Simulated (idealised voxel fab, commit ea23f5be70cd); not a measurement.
Process module, titled voxel air gaps
Square cell edge 5 nm, section width 250 nm, ID cut.
We lay out every cross-section as a grid of square cells and spell it out in bands from the top down, where one band means one or more rows of cells.
Within each band entry, the heights of the top and of the bottom of the band appear first, in that order and in nm; the materials of the band then follow from left to right, each with its corresponding width in nm. The designation "all across" on a single material indicates that it fills the band from edge to edge; the designation "empty" indicates empty space.
Basically, 0 is our baseline, since under it the wafer straight out of the box is all one material. The bottom band has no lower end and keeps on going down, so it looks like "0 down".
The notation "30->40" denotes a width that varies across the rows of cells in the band, beginning at the first number in the top row, finishing at the second number in the bottom row, and changing by an identical amount from each row to the next.
What does "nothing different" mean for a step? It means no cell of the cross-section changed in that step.
In "Trapped cavities" the enclosed voids are listed, meaning empty spaces of 8 cells or larger without any opening to the top. The form is width x height at distance, distance from the left edge, units nm.
Note: text after step settings on the step line = simulator remark on that step.
If you see "overlay nm" on a step's line and that step has a mask, it's telling you how far right of where it was planned the mask ended up; a negative number means it went left instead.
**plan**
- 1: RECEIVE (material Si)
- 2: CONFORMAL_DEP (material SiO2; thk nm 10)
- 3: CONFORMAL_DEP (material SiN; thk nm 5)
- 4: DIRECTIONAL_DEP (material SiO2; thk nm 35)
- 5: DIRECTIONAL_DEP (material aC; thk nm 10)
- 6: PATTERN (tone open; mask id LINES; material resist; width nm 15; pitch nm 45; thk nm 25; overlay nm 0)
- 7: DIRECTIONAL_ETCH (etch materials aC; depth nm 10)
- 8: STRIP (etch materials resist)
- 9: DIRECTIONAL_ETCH (etch materials SiO2; depth nm 35)
- 10: STRIP (etch materials aC)
- 11: CONFORMAL_DEP (material TiN; thk nm 5)
- 12: FILL_DEP (material W; thk nm 5)
- 13: CMP (height nm 50)
- 14: EPI (material Ru; thk nm 10)
- 15: SELECTIVE_ETCH (etch materials SiO2; depth nm 45)
- 16: CONFORMAL_DEP (material SiN; thk nm 5)
**Account of the first of two wafers, which was processed as intended**
**As-received wafer cross-section (after step 1)**
	0 down  Si all across
	Trapped cavities: none
**The wafer, seen in cross-section, after step 2**
	10 to 0  SiO2 all across
	Nothing below the height 0 has changed.
**The wafer, seen in cross-section, after step 3**
	15 to 10  SiN all across
	Nothing below the height 10 has changed.
**The wafer, seen in cross-section, after step 4**
	50 to 15  SiO2 all across
	Nothing below the height 15 has changed.
**The wafer, seen in cross-section, after step 5**
	60 to 50  aC all across
	Nothing below the height 50 has changed.
**The wafer, seen in cross-section, after step 6**
	85 to 60  resist: 70; empty: 15; resist: 30; empty: 15; resist: 30; empty: 15; resist: 75
	Nothing below the height 60 has changed.
**The wafer, seen in cross-section, after step 7**
	75 to 60  resist: 70; empty: 15; resist: 30; empty: 15; resist: 30; empty: 15; resist: 75
	60 to 50  aC: 70; empty: 15; aC: 30; empty: 15; aC: 30; empty: 15; aC: 75
	Nothing below the height 50 has changed.
**The wafer, seen in cross-section, after step 8**
	60 to 50  aC: 70; empty: 15; aC: 30; empty: 15; aC: 30; empty: 15; aC: 75
	Nothing below the height 50 has changed.
**The wafer, seen in cross-section, after step 9**
	60 to 50  aC: 70; empty: 15; aC: 30; empty: 15; aC: 30; empty: 15; aC: 75
	50 to 15  SiO2: 70; empty: 15; SiO2: 30; empty: 15; SiO2: 30; empty: 15; SiO2: 75
	Nothing below the height 15 has changed.
**The wafer, seen in cross-section, after step 10**
	50 to 15  SiO2: 70; empty: 15; SiO2: 30; empty: 15; SiO2: 30; empty: 15; SiO2: 75
	Nothing below the height 15 has changed.
**The wafer, seen in cross-section, after step 11**
	55 to 50  TiN: 75; empty: 5; TiN: 40; empty: 5; TiN: 40; empty: 5; TiN: 80
	50 to 20  SiO2: 70; TiN: 5; empty: 5; TiN: 5; SiO2: 30; TiN: 5; empty: 5; TiN: 5; SiO2: 30; TiN: 5; empty: 5; TiN: 5; SiO2: 75
	20 to 15  SiO2: 70; TiN: 15; SiO2: 30; TiN: 15; SiO2: 30; TiN: 15; SiO2: 75
	Nothing below the height 15 has changed.
**The wafer, seen in cross-section, after step 12**
	60 to 55  W all across
	55 to 50  TiN: 75; W: 5; TiN: 40; W: 5; TiN: 40; W: 5; TiN: 80
	50 to 20  SiO2: 70; TiN: 5; W: 5; TiN: 5; SiO2: 30; TiN: 5; W: 5; TiN: 5; SiO2: 30; TiN: 5; W: 5; TiN: 5; SiO2: 75
	Nothing below the height 20 has changed.
**The wafer, seen in cross-section, after step 13**
	50 to 20  SiO2: 70; TiN: 5; W: 5; TiN: 5; SiO2: 30; TiN: 5; W: 5; TiN: 5; SiO2: 30; TiN: 5; W: 5; TiN: 5; SiO2: 75
	Nothing below the height 20 has changed.
**The wafer, seen in cross-section, after step 14**
	60 to 50  empty: 60; Ru: 35; empty: 10; Ru: 35; empty: 10; Ru: 35; empty: 65
	Nothing below the height 50 has changed.
**The wafer, seen in cross-section, after step 15**
	60 to 50  empty: 60; Ru: 35; empty: 10; Ru: 35; empty: 10; Ru: 35; empty: 65
	50 to 20  empty: 70; TiN: 5; W: 5; TiN: 5; empty: 30; TiN: 5; W: 5; TiN: 5; empty: 30; TiN: 5; W: 5; TiN: 5; empty: 75
	20 to 15  empty: 70; TiN: 15; empty: 30; TiN: 15; empty: 30; TiN: 15; empty: 75
	Nothing below the height 15 has changed.
**The wafer, seen in cross-section, after step 16**
	65 to 60  empty: 55; SiN: 135; empty: 60
	60 to 50  empty: 55; SiN: 5; Ru: 35; SiN: 10; Ru: 35; SiN: 10; Ru: 35; SiN: 5; empty: 60
	50 to 45  empty: 55; SiN: 15; TiN: 5; W: 5; TiN: 5; SiN: 30; TiN: 5; W: 5; TiN: 5; SiN: 30; TiN: 5; W: 5; TiN: 5; SiN: 15; empty: 60
	45 to 20  empty: 65; SiN: 5; TiN: 5; W: 5; TiN: 5; SiN: 5; empty: 20; SiN: 5; TiN: 5; W: 5; TiN: 5; SiN: 5; empty: 20; SiN: 5; TiN: 5; W: 5; TiN: 5; SiN: 5; empty: 70
	20 to 15  SiN: 70; TiN: 15; SiN: 30; TiN: 15; SiN: 30; TiN: 15; SiN: 75
	Nothing below the height 15 has changed.
	Trapped cavities: 20 x 25 at 90; 20 x 25 at 135
**Okay, second wafer. Nothing different at the start, nothing different in the plan, just one mistake somewhere in the running. As far as step 2, counting that step, it's the first wafer all over again**
**Cross-sectional representation of the second wafer at the time designated in the plan for the completion of step 3**
	15 to 10  TiN all across
	Nothing below the height 10 has changed.
**Cross-sectional representation of the second wafer at the time designated in the plan for the completion of step 4**
	50 to 15  SiO2 all across
	Nothing below the height 15 has changed.
**Cross-sectional representation of the second wafer at the time designated in the plan for the completion of step 5**
	60 to 50  aC all across
	Nothing below the height 50 has changed.
**Cross-sectional representation of the second wafer at the time designated in the plan for the completion of step 6**
	85 to 60  resist: 70; empty: 15; resist: 30; empty: 15; resist: 30; empty: 15; resist: 75
	Nothing below the height 60 has changed.
**Cross-sectional representation of the second wafer at the time designated in the plan for the completion of step 7**
	75 to 60  resist: 70; empty: 15; resist: 30; empty: 15; resist: 30; empty: 15; resist: 75
	60 to 50  aC: 70; empty: 15; aC: 30; empty: 15; aC: 30; empty: 15; aC: 75
	Nothing below the height 50 has changed.
**Cross-sectional representation of the second wafer at the time designated in the plan for the completion of step 8**
	60 to 50  aC: 70; empty: 15; aC: 30; empty: 15; aC: 30; empty: 15; aC: 75
	Nothing below the height 50 has changed.
**Cross-sectional representation of the second wafer at the time designated in the plan for the completion of step 9**
	60 to 50  aC: 70; empty: 15; aC: 30; empty: 15; aC: 30; empty: 15; aC: 75
	50 to 15  SiO2: 70; empty: 15; SiO2: 30; empty: 15; SiO2: 30; empty: 15; SiO2: 75
	Nothing below the height 15 has changed.
**Cross-sectional representation of the second wafer at the time designated in the plan for the completion of step 10**
	50 to 15  SiO2: 70; empty: 15; SiO2: 30; empty: 15; SiO2: 30; empty: 15; SiO2: 75
	Nothing below the height 15 has changed.
**Cross-sectional representation of the second wafer at the time designated in the plan for the completion of step 11**
	55 to 50  TiN: 75; empty: 5; TiN: 40; empty: 5; TiN: 40; empty: 5; TiN: 80
	50 to 20  SiO2: 70; TiN: 5; empty: 5; TiN: 5; SiO2: 30; TiN: 5; empty: 5; TiN: 5; SiO2: 30; TiN: 5; empty: 5; TiN: 5; SiO2: 75
	20 to 15  SiO2: 70; TiN: 15; SiO2: 30; TiN: 15; SiO2: 30; TiN: 15; SiO2: 75
	Nothing below the height 15 has changed.
**Cross-sectional representation of the second wafer at the time designated in the plan for the completion of step 12**
	60 to 55  W all across
	55 to 50  TiN: 75; W: 5; TiN: 40; W: 5; TiN: 40; W: 5; TiN: 80
	50 to 20  SiO2: 70; TiN: 5; W: 5; TiN: 5; SiO2: 30; TiN: 5; W: 5; TiN: 5; SiO2: 30; TiN: 5; W: 5; TiN: 5; SiO2: 75
	Nothing below the height 20 has changed.
**Cross-sectional representation of the second wafer at the time designated in the plan for the completion of step 13**
	50 to 20  SiO2: 70; TiN: 5; W: 5; TiN: 5; SiO2: 30; TiN: 5; W: 5; TiN: 5; SiO2: 30; TiN: 5; W: 5; TiN: 5; SiO2: 75
	Nothing below the height 20 has changed.
**Cross-sectional representation of the second wafer at the time designated in the plan for the completion of step 14**
	60 to 50  empty: 60; Ru: 35; empty: 10; Ru: 35; empty: 10; Ru: 35; empty: 65
	Nothing below the height 50 has changed.
**Cross-sectional representation of the second wafer at the time designated in the plan for the completion of step 15**
	60 to 50  empty: 60; Ru: 35; empty: 10; Ru: 35; empty: 10; Ru: 35; empty: 65
	50 to 20  empty: 70; TiN: 5; W: 5; TiN: 5; empty: 30; TiN: 5; W: 5; TiN: 5; empty: 30; TiN: 5; W: 5; TiN: 5; empty: 75
	20 to 15  empty: 70; TiN: 15; empty: 30; TiN: 15; empty: 30; TiN: 15; empty: 75
	Nothing below the height 15 has changed.
**Cross-sectional representation of the second wafer at the time designated in the plan for the completion of step 16**
	65 to 60  empty: 55; SiN: 135; empty: 60
	60 to 50  empty: 55; SiN: 5; Ru: 35; SiN: 10; Ru: 35; SiN: 10; Ru: 35; SiN: 5; empty: 60
	50 to 45  empty: 55; SiN: 15; TiN: 5; W: 5; TiN: 5; SiN: 30; TiN: 5; W: 5; TiN: 5; SiN: 30; TiN: 5; W: 5; TiN: 5; SiN: 15; empty: 60
	45 to 20  empty: 65; SiN: 5; TiN: 5; W: 5; TiN: 5; SiN: 5; empty: 20; SiN: 5; TiN: 5; W: 5; TiN: 5; SiN: 5; empty: 20; SiN: 5; TiN: 5; W: 5; TiN: 5; SiN: 5; empty: 70
	20 to 15  SiN: 70; TiN: 15; SiN: 30; TiN: 15; SiN: 30; TiN: 15; SiN: 75
	Nothing below the height 15 has changed.
	Trapped cavities: 20 x 25 at 90; 20 x 25 at 135
Deviation from plan: step 3 changed vs plan, executed as CONFORMAL_DEP (material TiN; thk nm 5)
Looking at both finished wafers in cells, the second ends up ahead of or behind the first on some materials: -50 SiN, +50 TiN
